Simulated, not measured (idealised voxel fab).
Process module in this document: voxel wiring stack
Shown is cross-section cut, with a width of 180 nm and square cells of size 5 nm.
If you're reading a cross-section in this doc, picture square cells in a grid; it comes to you as bands, top ones listed first down to the bottom, and a band can be one or more rows of cells.
Band: top height; bottom height; in nm. Then, left to right: material with width in nm, for each material. "all across": a single material spanning edge to edge. "empty": empty space.
Height reference: 0 = level under which incoming wafer is all one material. Lowest band: no bottom, runs on downward, e.g. "0 nm and below".
With a width like "30 to 40", each row of cells in the band differs from the next by the same amount, the top row carrying the first number and the bottom row the second.
Given "no change" for a step, no cell of the cross-section differs between before and after that step.
"Sealed void listing": empty spaces of 8 cells or more with no open way to the top, each given as width x height at distance, distance from the left edge, all in nm.
Note: text after step settings on the step line = simulator remark on that step.
A step line may carry the setting "overlay nm", which, for steps involving a mask, states the distance by which the mask lay to the right of its intended position; negative values denote displacement to the left.

This section lists the process steps that were planned
| 1 | RECEIVE with material Si |
| 2 | CONFORMAL_DEP with material SiO2, thk nm 10 |
| 3 | DIRECTIONAL_DEP with material TiN, thk nm 5 |
| 4 | DIRECTIONAL_DEP with material Ru, thk nm 15 |
| 5 | DIRECTIONAL_DEP with material aC, thk nm 15 |
| 6 | PATTERN with tone cover, mask id METAL_1, material resist, width nm 20, pitch nm 50, thk nm 35, overlay nm 0 |
| 7 | DIRECTIONAL_ETCH with etch materials aC, depth nm 15 |
| 8 | STRIP with etch materials resist |
| 9 | DIRECTIONAL_ETCH with etch materials Ru, depth nm 15 |
| 10 | DIRECTIONAL_ETCH with etch materials TiN, depth nm 5 |
| 11 | STRIP with etch materials aC |
| 12 | FILL_DEP with material SiO2, thk nm 10 |
| 13 | CMP with height nm 30 |
| 14 | CONFORMAL_DEP with material SiCN, thk nm 5 |
| 15 | DIRECTIONAL_DEP with material lowk, thk nm 15 |
| 16 | MASKED_ETCH with tone open, mask id PLUG_1, width nm 15, pitch nm 100, etch materials lowk, depth nm 15, overlay nm 0 |
| 17 | MASKED_ETCH with tone open, mask id PLUG_1, width nm 15, pitch nm 100, etch materials SiCN, depth nm 5, overlay nm 0 |
| 18 | CONFORMAL_DEP with material TiN, thk nm 5 |
| 19 | FILL_DEP with material Cu, thk nm 10 |
| 20 | CMP with height nm 50 |
| 21 | CONFORMAL_DEP with material SiCN, thk nm 5 |
| 22 | DIRECTIONAL_DEP with material SiO2, thk nm 15 |
| 23 | MASKED_ETCH with tone open, mask id METAL_2, width nm 20, pitch nm 50, etch materials SiO2, depth nm 15, overlay nm 0 |
| 24 | MASKED_ETCH with tone open, mask id METAL_2, width nm 20, pitch nm 50, etch materials SiCN, depth nm 5, overlay nm 0 |
| 25 | CONFORMAL_DEP with material TiN, thk nm 5 |
| 26 | FILL_DEP with material Ru, thk nm 5 |
| 27 | CMP with height nm 70 |
| 28 | CONFORMAL_DEP with material SiCN, thk nm 5 |
| 29 | DIRECTIONAL_DEP with material SiO2, thk nm 15 |
| 30 | MASKED_ETCH with tone open, mask id PLUG_2, width nm 15, pitch nm 100, etch materials SiO2, depth nm 15, overlay nm 0 |
| 31 | MASKED_ETCH with tone open, mask id PLUG_2, width nm 15, pitch nm 100, etch materials SiCN, depth nm 5, overlay nm 0 |
| 32 | EPI with material Ru, thk nm 10 |
| 33 | EPI with material Ru, thk nm 10 |
| 34 | CONFORMAL_DEP with material SiN, thk nm 5 |
| 35 | DIRECTIONAL_DEP with material lowk, thk nm 15 |
| 36 | MASKED_ETCH with tone open, mask id METAL_3, width nm 20, pitch nm 50, etch materials lowk, depth nm 15, overlay nm 0 |
| 37 | MASKED_ETCH with tone open, mask id METAL_3, width nm 20, pitch nm 50, etch materials SiN, depth nm 5, overlay nm 0 |
| 38 | CONFORMAL_DEP with material TiN, thk nm 5 |
| 39 | FILL_DEP with material Cu, thk nm 10 |
| 40 | CMP with height nm 110 |
| 41 | EPI with material Ru, thk nm 5 |
| 42 | FILL_DEP with material SiCN, thk nm 5 |
| 43 | DIRECTIONAL_DEP with material SiO2, thk nm 25 |
| 44 | MASKED_ETCH with tone open, mask id METAL_4, width nm 20, pitch nm 50, etch materials SiO2, depth nm 15, overlay nm 0 |
| 45 | MASKED_ETCH with tone open, mask id METAL_4_HOLES, width nm 15, pitch nm 50, etch materials SiO2, depth nm 10, overlay nm 0 |
| 46 | MASKED_ETCH with tone open, mask id METAL_4_HOLES, width nm 15, pitch nm 50, etch materials SiCN, depth nm 5, overlay nm 0 |
| 47 | CONFORMAL_DEP with material TiN, thk nm 5 |
| 48 | FILL_DEP with material Cu, thk nm 10 |
| 49 | CMP with height nm 145 |
| 50 | CONFORMAL_DEP with material SiN, thk nm 5 |

Cross-section of the wafer at receipt, which is the condition after step 1
  0 nm and below | Si all across
  Sealed void listing: none

Looking at the first of two wafers in cross-section at end of module - ran to plan
  150 nm to 145 nm | SiN all across
  145 nm to 135 nm | 30 SiO2, then 5 TiN, then 10 Cu, then 5 TiN, then 30 SiO2, then 5 TiN, then 10 Cu, then 5 TiN, then 30 SiO2, then 5 TiN, then 10 Cu, then 5 TiN, then 30 SiO2
  135 nm to 130 nm | 30 SiO2, then 5 TiN, then 5 Cu, then 10 TiN, then 30 SiO2, then 5 TiN, then 5 Cu, then 10 TiN, then 30 SiO2, then 5 TiN, then 5 Cu, then 10 TiN, then 30 SiO2
  130 nm to 120 nm | 30 SiO2, then 5 TiN, then 5 Cu, then 5 TiN, then 35 SiO2, then 5 TiN, then 5 Cu, then 5 TiN, then 35 SiO2, then 5 TiN, then 5 Cu, then 5 TiN, then 35 SiO2
  120 nm to 115 nm | 30 SiCN, then 15 TiN, then 35 SiCN, then 15 TiN, then 35 SiCN, then 15 TiN, then 35 SiCN
  115 nm to 110 nm | 25 SiCN, then 30 Ru, then 20 SiCN, then 30 Ru, then 20 SiCN, then 30 Ru, then 25 SiCN
  110 nm to 95 nm | 30 lowk, then 5 TiN, then 10 Cu, then 5 TiN, then 30 lowk, then 5 TiN, then 10 Cu, then 5 TiN, then 30 lowk, then 5 TiN, then 10 Cu, then 5 TiN, then 30 lowk
  95 nm to 90 nm | 30 SiN, then 20 TiN, then 30 SiN, then 20 TiN, then 30 SiN, then 20 TiN, then 30 SiN
  90 nm to 75 nm | 30 SiO2, then 15 Ru, then 85 SiO2, then 15 Ru, then 35 SiO2
  75 nm to 70 nm | 30 SiCN, then 15 Ru, then 85 SiCN, then 15 Ru, then 35 SiCN
  70 nm to 55 nm | 30 SiO2, then 5 TiN, then 10 Ru, then 5 TiN, then 30 SiO2, then 5 TiN, then 10 Ru, then 5 TiN, then 30 SiO2, then 5 TiN, then 10 Ru, then 5 TiN, then 30 SiO2
  55 nm to 50 nm | 30 SiCN, then 20 TiN, then 30 SiCN, then 20 TiN, then 30 SiCN, then 20 TiN, then 30 SiCN
  50 nm to 35 nm | 30 lowk, then 5 TiN, then 5 Cu, then 5 TiN, then 85 lowk, then 5 TiN, then 5 Cu, then 5 TiN, then 35 lowk
  35 nm to 30 nm | 30 SiCN, then 15 TiN, then 85 SiCN, then 15 TiN, then 35 SiCN
  30 nm to 15 nm | 30 SiO2, then 20 Ru, then 30 SiO2, then 20 Ru, then 30 SiO2, then 20 Ru, then 30 SiO2
  15 nm to 10 nm | 30 SiO2, then 20 TiN, then 30 SiO2, then 20 TiN, then 30 SiO2, then 20 TiN, then 30 SiO2
  10 nm to 0 nm | SiO2 all across
  0 nm and below | Si all across
  Sealed void listing: none

Cross-section of the latter of the two wafers at module completion. It had an identical start and an identical plan to the former; in running it, one mistake was made
  150 nm to 145 nm | SiN all across
  145 nm to 135 nm | 30 SiO2, then 5 TiN, then 10 Cu, then 5 TiN, then 30 SiO2, then 5 TiN, then 10 Cu, then 5 TiN, then 30 SiO2, then 5 TiN, then 10 Cu, then 5 TiN, then 30 SiO2
  135 nm to 125 nm | 30 SiO2, then 5 TiN, then 5 Cu, then 10 to 5 TiN, then 30 to 35 SiO2, then 5 TiN, then 5 Cu, then 10 to 5 TiN, then 30 to 35 SiO2, then 5 TiN, then 5 Cu, then 10 to 5 TiN, then 30 to 35 SiO2
  125 nm to 120 nm | 30 SiO2, then 15 TiN, then 35 SiO2, then 15 TiN, then 35 SiO2, then 15 TiN, then 35 SiO2
  120 nm to 115 nm | SiO2 all across
  115 nm to 110 nm | 25 SiO2, then 30 Ru, then 20 SiO2, then 30 Ru, then 20 SiO2, then 30 Ru, then 25 SiO2
  110 nm to 95 nm | 30 lowk, then 5 TiN, then 10 Cu, then 5 TiN, then 30 lowk, then 5 TiN, then 10 Cu, then 5 TiN, then 30 lowk, then 5 TiN, then 10 Cu, then 5 TiN, then 30 lowk
  95 nm to 90 nm | 30 SiN, then 20 TiN, then 30 SiN, then 20 TiN, then 30 SiN, then 20 TiN, then 30 SiN
  90 nm to 75 nm | 30 SiO2, then 15 Ru, then 85 SiO2, then 15 Ru, then 35 SiO2
  75 nm to 70 nm | 30 SiCN, then 15 Ru, then 85 SiCN, then 15 Ru, then 35 SiCN
  70 nm to 55 nm | 30 SiO2, then 5 TiN, then 10 Ru, then 5 TiN, then 30 SiO2, then 5 TiN, then 10 Ru, then 5 TiN, then 30 SiO2, then 5 TiN, then 10 Ru, then 5 TiN, then 30 SiO2
  55 nm to 50 nm | 30 SiCN, then 20 TiN, then 30 SiCN, then 20 TiN, then 30 SiCN, then 20 TiN, then 30 SiCN
  50 nm to 35 nm | 30 lowk, then 5 TiN, then 5 Cu, then 5 TiN, then 85 lowk, then 5 TiN, then 5 Cu, then 5 TiN, then 35 lowk
  35 nm to 30 nm | 30 SiCN, then 15 TiN, then 85 SiCN, then 15 TiN, then 35 SiCN
  30 nm to 15 nm | 30 SiO2, then 20 Ru, then 30 SiO2, then 20 Ru, then 30 SiO2, then 20 Ru, then 30 SiO2
  15 nm to 10 nm | 30 SiO2, then 20 TiN, then 30 SiO2, then 20 TiN, then 30 SiO2, then 20 TiN, then 30 SiO2
  10 nm to 0 nm | SiO2 all across
  0 nm and below | Si all across
  Sealed void listing: none
Against the plan, the run slipped here: step 42: run off-plan, actual operation and settings FILL_DEP with material SiO2, thk nm 5
Looking at both finished wafers in cells, the second ends up ahead of or behind the first on some materials: Cu: 3 fewer, SiCN: 45 fewer, SiO2: 54 more, TiN: 6 fewer
